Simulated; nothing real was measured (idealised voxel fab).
process module | voxel local oxidation
cross-section cut | 220 nm wide | cells 5 nm
A cross-section is a grid of square cells, given in bands from the top down. A band is one or more rows of cells.
Each band's line starts with the height of the band's top and of its bottom, in nm. Then come its materials from left to right, each with its width in nm. One material with "throughout" fills the band from edge to edge. "air" is empty space.
Height 0 is the level under which the wafer as received is all one material. The lowest band goes on downwards, as in "0 down".
A width such as "30 to 40" changes by the same amount from each row of cells to the next, from the band's top row to its bottom row.
"no change" after a step means that no cell of the cross-section changed.
closed voids: empty space of 8 cells or more with no open way to the top, each as width x height at its distance from the left edge, in nm
after a step's settings: what the simulator itself notes on the step
overlay nm, on a step with a mask: how far to the right of its planned place the mask lay; to the left if negative
plan
1 op RECEIVE | material Si
2 op CONFORMAL_DEP | material SiO2 | thk nm 5
3 op CONFORMAL_DEP | material SiN | thk nm 10
4 op MASKED_ETCH | tone cover | mask id ACTIVE | width nm 95 | etch materials SiN | depth nm 10 | overlay nm 0
5 op SELECTIVE_ETCH | etch materials SiO2 | depth nm 5
6 op OXIDIZE | depth nm 15
7 op STRIP | etch materials SiN
varied across the wafers: depth nm of step 5. The plan shows the first wafer's value. All wafers start alike
first wafer as received, after step 1
  0 down: Si throughout
  closed voids: none
each wafer at the end: cells of each material gained (+) or lost (-) since it was received, then its closed voids
depth nm 5 | -99 Si | +116 SiO2 | closed voids: none
depth nm 10 | -105 Si | +120 SiO2 | closed voids: none
depth nm 15 | -111 Si | +124 SiO2 | closed voids: none
depth nm 20 | -117 Si | +128 SiO2 | closed voids: none
